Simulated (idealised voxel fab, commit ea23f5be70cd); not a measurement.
Module name: voxel wiring stack (process module)
Section shown: cut. Width: 245 nm. Cell size: 5 nm, square.
A cross-section is written here as square cells arranged in a grid, and it is given in bands from the top down, each band taking up one or more rows of cells.
Each band's line starts with the height of the band's top and of its bottom, in nm. Then come its materials from left to right, each with its width in nm. One material with "everywhere" fills the band from edge to edge. "empty" is empty space.
Basically, 0 is our baseline, since under it the wafer straight out of the box is all one material. The bottom band has no lower end and keeps on going down, so it looks like "0 and below".
Graded width ("30 to 40"): value in top row of band = first number; value in bottom row = second number; row-to-row change constant.
Basically "remained unchanged" means that step didn't change any cell in the cross-section.
Entry "Enclosed voids" = empty spaces >= 8 cells with no open way to the top; each as width x height at distance, distance from left edge, all nm.
Note: text after step settings on the step line = simulator remark on that step.
The optional step-line setting "overlay nm" applies to steps with a mask and quantifies how far to the right of its planned location the mask lay, a negative value indicating leftward placement.
### The following list gives the planned process steps
| 1 | RECEIVE, material Si |
| 2 | CONFORMAL_DEP, material SiO2, thk nm 10 |
| 3 | CONFORMAL_DEP, material SiN, thk nm 5 |
| 4 | DIRECTIONAL_DEP, material lowk, thk nm 20 |
| 5 | PATTERN, tone open, mask id METAL_1, material resist, width nm 30, pitch nm 45, thk nm 15, overlay nm 0 |
| 6 | DIRECTIONAL_ETCH, etch materials lowk, depth nm 20 |
| 7 | DIRECTIONAL_ETCH, etch materials SiN, depth nm 5 |
| 8 | STRIP, etch materials resist |
| 9 | CONFORMAL_DEP, material TiN, thk nm 5 |
| 10 | FILL_DEP, material Ru, thk nm 5 |
| 11 | CMP, height nm 35 |
| 12 | EPI, material Ru, thk nm 5 |
| 13 | FILL_DEP, material SiCN, thk nm 5 |
| 14 | DIRECTIONAL_DEP, material lowk, thk nm 35 |
| 15 | DIRECTIONAL_DEP, material aC, thk nm 10 |
| 16 | PATTERN, tone open, mask id METAL_2, material resist, width nm 30, pitch nm 45, thk nm 25, overlay nm 0 |
| 17 | DIRECTIONAL_ETCH, etch materials aC, depth nm 10 |
| 18 | STRIP, etch materials resist |
| 19 | DIRECTIONAL_ETCH, etch materials lowk, depth nm 20 |
| 20 | STRIP, etch materials aC |
| 21 | DIRECTIONAL_DEP, material aC, thk nm 10 |
| 22 | PATTERN, tone open, mask id METAL_2_HOLES, material resist, width nm 15, thk nm 30, overlay nm -15 |
| 23 | DIRECTIONAL_ETCH, etch materials aC, depth nm 10 |
| 24 | STRIP, etch materials resist |
| 25 | DIRECTIONAL_ETCH, etch materials lowk, depth nm 15 |
| 26 | DIRECTIONAL_ETCH, etch materials SiCN, depth nm 5 |
| 27 | STRIP, etch materials aC |
| 28 | CONFORMAL_DEP, material TiN, thk nm 5 |
| 29 | FILL_DEP, material Cu, thk nm 5 |
| 30 | CMP, height nm 80 |
| 31 | CONFORMAL_DEP, material SiCN, thk nm 5 |
Across this set of wafers, the varied parameter is the overlay nm of step 22. Starting conditions are identical for every wafer, and the plan reports the value assigned to the first wafer.
### First wafer of several, as received: cross-section after step 1
	0 and below | Si everywhere
	Enclosed voids: none
### Depicted here is the first of several wafers in cross-section, at module completion following the last step, step 31
	85 down to 80 | SiCN everywhere
	80 down to 70 | lowk 70 nm, TiN 5 nm, Cu 35 nm, TiN 5 nm, lowk 15 nm, TiN 5 nm, Cu 20 nm, TiN 5 nm, lowk 85 nm
	70 down to 65 | lowk 70 nm, TiN 20 nm, Cu 20 nm, TiN 5 nm, lowk 15 nm, TiN 5 nm, Cu 20 nm, TiN 5 nm, lowk 85 nm
	65 down to 60 | lowk 85 nm, TiN 30 nm, lowk 15 nm, TiN 30 nm, lowk 85 nm
	60 down to 45 | lowk everywhere
	45 down to 40 | SiCN everywhere
	40 down to 35 | SiCN 80 nm, Ru 40 nm, SiCN 5 nm, Ru 40 nm, SiCN 80 nm
	35 down to 15 | lowk 85 nm, TiN 5 nm, Ru 20 nm, TiN 5 nm, lowk 15 nm, TiN 5 nm, Ru 20 nm, TiN 5 nm, lowk 85 nm
	15 down to 10 | SiN 85 nm, TiN 30 nm, SiN 15 nm, TiN 30 nm, SiN 85 nm
	10 down to 0 | SiO2 everywhere
	0 and below | Si everywhere
	Enclosed voids: none
### The final wafer, sectioned at module end
	85 down to 80 | SiCN everywhere
	80 down to 65 | lowk 85 nm, TiN 5 nm, Cu 20 nm, TiN 5 nm, lowk 15 nm, TiN 5 nm, Cu 20 nm, TiN 5 nm, lowk 85 nm
	65 down to 60 | lowk 85 nm, TiN 20 nm, Cu 5 nm, TiN 5 nm, lowk 15 nm, TiN 30 nm, lowk 85 nm
	60 down to 45 | lowk 100 nm, TiN 5 nm, Cu 5 nm, TiN 5 nm, lowk 130 nm
	45 down to 40 | SiCN 100 nm, TiN 15 nm, SiCN 130 nm
	40 down to 35 | SiCN 80 nm, Ru 40 nm, SiCN 5 nm, Ru 40 nm, SiCN 80 nm
	35 down to 15 | lowk 85 nm, TiN 5 nm, Ru 20 nm, TiN 5 nm, lowk 15 nm, TiN 5 nm, Ru 20 nm, TiN 5 nm, lowk 85 nm
	15 down to 10 | SiN 85 nm, TiN 30 nm, SiN 15 nm, TiN 30 nm, SiN 85 nm
	10 down to 0 | SiO2 everywhere
	0 and below | Si everywhere
	Enclosed voids: none
### Where each wafer stands at the end of the module, a row apiece: cells of each material gained (+) or lost (-) since it was received, then closed voids
overlay nm -15 | +30 Cu | +48 Ru | +131 SiCN | +37 SiN | +98 SiO2 | +55 TiN | +434 lowk | Enclosed voids: none
overlay nm -10 | +28 Cu | +48 Ru | +130 SiCN | +37 SiN | +98 SiO2 | +58 TiN | +434 lowk | Enclosed voids: none
overlay nm -5 | +26 Cu | +48 Ru | +129 SiCN | +37 SiN | +98 SiO2 | +61 TiN | +434 lowk | Enclosed voids: none
overlay nm 0 | +28 Cu | +48 Ru | +128 SiCN | +37 SiN | +98 SiO2 | +60 TiN | +434 lowk | Enclosed voids: none
overlay nm 5 | +28 Cu | +48 Ru | +128 SiCN | +37 SiN | +98 SiO2 | +60 TiN | +434 lowk | Enclosed voids: none
overlay nm 10 | +28 Cu | +48 Ru | +128 SiCN | +37 SiN | +98 SiO2 | +60 TiN | +434 lowk | Enclosed voids: none
overlay nm 15 | +28 Cu | +48 Ru | +128 SiCN | +37 SiN | +98 SiO2 | +60 TiN | +434 lowk | Enclosed voids: none
